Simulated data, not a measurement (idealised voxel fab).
Title: Process Module voxel ribs on slabs
Shown is cross-section cut, with a width of 295 nm and square cells of size 5 nm.
Just so we're on the same page, the cross-sections are grids of square cells, and they're listed out in bands top to bottom, each band one or more rows deep.
Band: top and bottom heights (nm) first, top before bottom; then materials from left to right, widths in nm. "throughout" marks a sole material filling the band edge to edge. "empty" denotes empty space.
Heads up on the height convention: 0 is the point under which the incoming wafer is all one material, and the lowest band has no bottom, it just keeps going down, like "top 0, no bottom".
Width spec "30 to 40" -> top row of cells at first value, bottom row at second value, equal per-row change in between.
Where the words "remained unchanged" appear for a step, the cross-section shows no cell changed by that step; every cell remained as before.
Voids not open to the top, 8 cells minimum: see "Voids, fully enclosed". Written width x height at distance; distance is from the left edge; nm.
Formally, on a step line, whatever follows the settings is a remark that the simulator itself makes on the step.
overlay nm: step with mask; distance mask lay right of planned place; negative value = left of planned place.

PROCESS STEPS - PLAN
step 1: RECEIVE with material Si
step 2: DIRECTIONAL_DEP with material SiO2, thk nm 30
step 3: DIRECTIONAL_DEP with material SiN, thk nm 15
step 4: DIRECTIONAL_DEP with material aC, thk nm 10
step 5: PATTERN with tone cover, mask id RIB, material resist, width nm 20, thk nm 25, overlay nm 0
step 6: DIRECTIONAL_ETCH with etch materials aC, depth nm 10
step 7: STRIP with etch materials resist
step 8: DIRECTIONAL_ETCH with etch materials SiN, depth nm 5
step 9: STRIP with etch materials aC
step 10: PATTERN with tone cover, mask id SLAB, material resist, width nm 70, thk nm 15, overlay nm 0
step 11: DIRECTIONAL_ETCH with etch materials SiN, depth nm 10
step 12: STRIP with etch materials resist
step 13: FILL_DEP with material SiO2, thk nm 20
step 14: CMP with height nm 55
step 15: DIRECTIONAL_DEP with material TiN, thk nm 5
step 16: PATTERN with tone cover, mask id HEATER, material resist, width nm 30, thk nm 15, overlay nm 0
step 17: DIRECTIONAL_ETCH with etch materials TiN, depth nm 5
step 18: STRIP with etch materials resist
step 19: CONFORMAL_DEP with material SiN, thk nm 10

THE FIRST WAFER OF TWO, PROCESSED AS PLANNED

AS RECEIVED (POST STEP 1): CROSS-SECTION
> top 0, no bottom  Si throughout
> Voids, fully enclosed: none

HOW THE WAFER STANDS IN SECTION AFTER STEP 2
> top 30, bottom 0  SiO2 throughout
> Heights below 0 show no change.

HOW THE WAFER STANDS IN SECTION AFTER STEP 3
> top 45, bottom 30  SiN throughout
> Heights below 30 show no change.

HOW THE WAFER STANDS IN SECTION AFTER STEP 4
> top 55, bottom 45  aC throughout
> Heights below 45 show no change.

HOW THE WAFER STANDS IN SECTION AFTER STEP 5
> top 80, bottom 55  135 nm empty, 20 nm resist, 140 nm empty
> Heights below 55 show no change.

HOW THE WAFER STANDS IN SECTION AFTER STEP 6
> top 70, bottom 55  135 nm empty, 20 nm resist, 140 nm empty
> top 55, bottom 45  135 nm empty, 20 nm aC, 140 nm empty
> Heights below 45 show no change.

HOW THE WAFER STANDS IN SECTION AFTER STEP 7
> top 55, bottom 45  135 nm empty, 20 nm aC, 140 nm empty
> Heights below 45 show no change.

HOW THE WAFER STANDS IN SECTION AFTER STEP 8
> top 55, bottom 45  135 nm empty, 20 nm aC, 140 nm empty
> top 45, bottom 40  135 nm empty, 20 nm SiN, 140 nm empty
> Heights below 40 show no change.

HOW THE WAFER STANDS IN SECTION AFTER STEP 9
> top 45, bottom 40  135 nm empty, 20 nm SiN, 140 nm empty
> Heights below 40 show no change.

HOW THE WAFER STANDS IN SECTION AFTER STEP 10
> top 60, bottom 45  110 nm empty, 70 nm resist, 115 nm empty
> top 45, bottom 40  110 nm empty, 25 nm resist, 20 nm SiN, 25 nm resist, 115 nm empty
> Heights below 40 show no change.

HOW THE WAFER STANDS IN SECTION AFTER STEP 11
> top 60, bottom 45  110 nm empty, 70 nm resist, 115 nm empty
> top 45, bottom 40  110 nm empty, 25 nm resist, 20 nm SiN, 25 nm resist, 115 nm empty
> top 40, bottom 30  110 nm empty, 70 nm SiN, 115 nm empty
> Heights below 30 show no change.

HOW THE WAFER STANDS IN SECTION AFTER STEP 12
> top 45, bottom 40  135 nm empty, 20 nm SiN, 140 nm empty
> Heights below 40 show no change.

HOW THE WAFER STANDS IN SECTION AFTER STEP 13
> top 65, bottom 45  SiO2 throughout
> top 45, bottom 40  135 nm SiO2, 20 nm SiN, 140 nm SiO2
> top 40, bottom 30  110 nm SiO2, 70 nm SiN, 115 nm SiO2
> Heights below 30 show no change.

HOW THE WAFER STANDS IN SECTION AFTER STEP 14
> top 55, bottom 45  SiO2 throughout
> Heights below 45 show no change.

HOW THE WAFER STANDS IN SECTION AFTER STEP 15
> top 60, bottom 55  TiN throughout
> Heights below 55 show no change.

HOW THE WAFER STANDS IN SECTION AFTER STEP 16
> top 75, bottom 60  130 nm empty, 30 nm resist, 135 nm empty
> Heights below 60 show no change.

HOW THE WAFER STANDS IN SECTION AFTER STEP 17
> top 75, bottom 60  130 nm empty, 30 nm resist, 135 nm empty
> top 60, bottom 55  130 nm empty, 30 nm TiN, 135 nm empty
> Heights below 55 show no change.

HOW THE WAFER STANDS IN SECTION AFTER STEP 18
> top 60, bottom 55  130 nm empty, 30 nm TiN, 135 nm empty
> Heights below 55 show no change.

HOW THE WAFER STANDS IN SECTION AFTER STEP 19
> top 70, bottom 65  120 nm empty, 50 nm SiN, 125 nm empty
> top 65, bottom 60  SiN throughout
> top 60, bottom 55  130 nm SiN, 30 nm TiN, 135 nm SiN
> Heights below 55 show no change.

SECOND OF TWO: SAME START, SAME PLAN, ONE RUN ERROR; STEPS UP TO AND INCLUDING 2 MATCH THE FIRST

SECOND WAFER CROSS-SECTION, TAKEN AS OF THE TIME THE PLAN SETS FOR STEP 3 TO BE DONE
> top 60, bottom 30  SiN throughout
> Heights below 30 show no change.

SECOND WAFER CROSS-SECTION, TAKEN AS OF THE TIME THE PLAN SETS FOR STEP 4 TO BE DONE
> top 70, bottom 60  aC throughout
> Heights below 60 show no change.

SECOND WAFER CROSS-SECTION, TAKEN AS OF THE TIME THE PLAN SETS FOR STEP 5 TO BE DONE
> top 95, bottom 70  135 nm empty, 20 nm resist, 140 nm empty
> Heights below 70 show no change.

SECOND WAFER CROSS-SECTION, TAKEN AS OF THE TIME THE PLAN SETS FOR STEP 6 TO BE DONE
> top 85, bottom 70  135 nm empty, 20 nm resist, 140 nm empty
> top 70, bottom 60  135 nm empty, 20 nm aC, 140 nm empty
> Heights below 60 show no change.

SECOND WAFER CROSS-SECTION, TAKEN AS OF THE TIME THE PLAN SETS FOR STEP 7 TO BE DONE
> top 70, bottom 60  135 nm empty, 20 nm aC, 140 nm empty
> Heights below 60 show no change.

SECOND WAFER CROSS-SECTION, TAKEN AS OF THE TIME THE PLAN SETS FOR STEP 8 TO BE DONE
> top 70, bottom 60  135 nm empty, 20 nm aC, 140 nm empty
> top 60, bottom 55  135 nm empty, 20 nm SiN, 140 nm empty
> Heights below 55 show no change.

SECOND WAFER CROSS-SECTION, TAKEN AS OF THE TIME THE PLAN SETS FOR STEP 9 TO BE DONE
> top 60, bottom 55  135 nm empty, 20 nm SiN, 140 nm empty
> Heights below 55 show no change.

SECOND WAFER CROSS-SECTION, TAKEN AS OF THE TIME THE PLAN SETS FOR STEP 10 TO BE DONE
> top 75, bottom 60  110 nm empty, 70 nm resist, 115 nm empty
> top 60, bottom 55  110 nm empty, 25 nm resist, 20 nm SiN, 25 nm resist, 115 nm empty
> Heights below 55 show no change.

SECOND WAFER CROSS-SECTION, TAKEN AS OF THE TIME THE PLAN SETS FOR STEP 11 TO BE DONE
> top 75, bottom 60  110 nm empty, 70 nm resist, 115 nm empty
> top 60, bottom 55  110 nm empty, 25 nm resist, 20 nm SiN, 25 nm resist, 115 nm empty
> top 55, bottom 45  110 nm empty, 70 nm SiN, 115 nm empty
> Heights below 45 show no change.

SECOND WAFER CROSS-SECTION, TAKEN AS OF THE TIME THE PLAN SETS FOR STEP 12 TO BE DONE
> top 60, bottom 55  135 nm empty, 20 nm SiN, 140 nm empty
> Heights below 55 show no change.

SECOND WAFER CROSS-SECTION, TAKEN AS OF THE TIME THE PLAN SETS FOR STEP 13 TO BE DONE
> top 80, bottom 60  SiO2 throughout
> top 60, bottom 55  135 nm SiO2, 20 nm SiN, 140 nm SiO2
> top 55, bottom 45  110 nm SiO2, 70 nm SiN, 115 nm SiO2
> Heights below 45 show no change.

SECOND WAFER CROSS-SECTION, TAKEN AS OF THE TIME THE PLAN SETS FOR STEP 14 TO BE DONE
> top 55, bottom 45  110 nm SiO2, 70 nm SiN, 115 nm SiO2
> Heights below 45 show no change.

SECOND WAFER CROSS-SECTION, TAKEN AS OF THE TIME THE PLAN SETS FOR STEP 15 TO BE DONE
> top 60, bottom 55  TiN throughout
> Heights below 55 show no change.

SECOND WAFER CROSS-SECTION, TAKEN AS OF THE TIME THE PLAN SETS FOR STEP 16 TO BE DONE
> top 75, bottom 60  130 nm empty, 30 nm resist, 135 nm empty
> Heights below 60 show no change.

SECOND WAFER CROSS-SECTION, TAKEN AS OF THE TIME THE PLAN SETS FOR STEP 17 TO BE DONE
> top 75, bottom 60  130 nm empty, 30 nm resist, 135 nm empty
> top 60, bottom 55  130 nm empty, 30 nm TiN, 135 nm empty
> Heights below 55 show no change.

SECOND WAFER CROSS-SECTION, TAKEN AS OF THE TIME THE PLAN SETS FOR STEP 18 TO BE DONE
> top 60, bottom 55  130 nm empty, 30 nm TiN, 135 nm empty
> Heights below 55 show no change.

SECOND WAFER CROSS-SECTION, TAKEN AS OF THE TIME THE PLAN SETS FOR STEP 19 TO BE DONE
> top 70, bottom 65  120 nm empty, 50 nm SiN, 125 nm empty
> top 65, bottom 60  SiN throughout
> top 60, bottom 55  130 nm SiN, 30 nm TiN, 135 nm SiN
> Heights below 55 show no change.
Processing error: step 3 of the plan saw execution twice
Heads up, by the end the second wafer has more or fewer cells of some materials compared to the first: 173 more of SiN, 173 fewer of SiO2
